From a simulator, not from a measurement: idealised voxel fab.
This is a process module. Its name is voxel tone inversion.
Cross-section cut: width 230 nm, square cells of 5 nm.
Square cells in a grid make up a cross-section in this document, and the grid is given as bands, listed from the top down, each one or more rows of cells. Heads up on the band format: heights come first, top then bottom, in nm. After that it's the materials left to right, each with its width in nm. A single material flagged "full width" fills the whole band edge to edge, and "air" means there's empty space there. All heights in this document are referenced to 0, defined as the level beneath which the wafer, as received, consists entirely of one material. The lowest band is not bounded below; it extends indefinitely downward and is written in the form "from 0 down". With a width like "30..40", each row of cells in the band differs from the next by the same amount, the top row carrying the first number and the bottom row the second. Step marked "no modification"? Then no cell in the cross-section changed in it. Heads up: "Sealed internal cavities" only lists the empty pockets with no open path to the top that are 8 cells or more, and it writes them as width x height at distance, distance from the left edge, in nm. It should be noted that, on the line of a given step, the content following the step's settings is a remark produced by the simulator itself with respect to that step. overlay nm: mask right of planned place by this much (step with mask). Neg. = left.

Planned step list for the process
- 1: RECEIVE,material Si
- 2: CONFORMAL_DEP,material SiCN,thk nm 10
- 3: DIRECTIONAL_DEP,material polySi,thk nm 20
- 4: PATTERN,tone cover,mask id POSTS,material resist,width nm 20,pitch nm 40,thk nm 30,overlay nm 0
- 5: DIRECTIONAL_ETCH,etch materials polySi,depth nm 20
- 6: STRIP,etch materials resist
- 7: FILL_DEP,material SiO2,thk nm 5
- 8: CMP,height nm 30
- 9: STRIP,etch materials polySi
- 10: CONFORMAL_DEP,material TiN,thk nm 5
- 11: FILL_DEP,material W,thk nm 5
- 12: CMP,height nm 20
- 13: CONFORMAL_DEP,material SiCN,thk nm 5
Variable across wafers: step 12 height nm (plan value is that of the first wafer; starting state common to all).

The first of several wafers, as received after step 1, seen in section
  from 0 down: Si full width
  Sealed internal cavities: none

After the module's final step, step 13: the first of several wafers in cross-section
  from 25 to 20: SiCN full width
  from 20 to 15: SiO2: 85, then TiN: 5, then W: 10, then TiN: 5, then SiO2: 20, then TiN: 5, then W: 10, then TiN: 5, then SiO2: 85
  from 15 to 10: SiO2: 85, then TiN: 20, then SiO2: 20, then TiN: 20, then SiO2: 85
  from 10 to 0: SiCN full width
  from 0 down: Si full width
  Sealed internal cavities: none

Last wafer, end of module, cross-section
  from 45 to 40: SiCN full width
  from 40 to 35: W full width
  from 35 to 30: TiN: 90, then W: 10, then TiN: 30, then W: 10, then TiN: 90
  from 30 to 15: SiO2: 85, then TiN: 5, then W: 10, then TiN: 5, then SiO2: 20, then TiN: 5, then W: 10, then TiN: 5, then SiO2: 85
  from 15 to 10: SiO2: 85, then TiN: 20, then SiO2: 20, then TiN: 20, then SiO2: 85
  from 10 to 0: SiCN full width
  from 0 down: Si full width
  Sealed internal cavities: none

The following table contains a row per wafer, in which are reported, at the conclusion of the module, the cells of each material gained (+) or lost (-) since the wafer's receipt, with its closed voids given thereafter
height nm 20; +138 SiCN; +76 SiO2; +12 TiN; +4 W; Sealed internal cavities: none
height nm 25; +138 SiCN; +114 SiO2; +16 TiN; +8 W; Sealed internal cavities: none
height nm 30; +138 SiCN; +152 SiO2; +20 TiN; +12 W; Sealed internal cavities: none
height nm 35; +138 SiCN; +152 SiO2; +62 TiN; +16 W; Sealed internal cavities: none
height nm 40; +138 SiCN; +152 SiO2; +62 TiN; +62 W; Sealed internal cavities: none
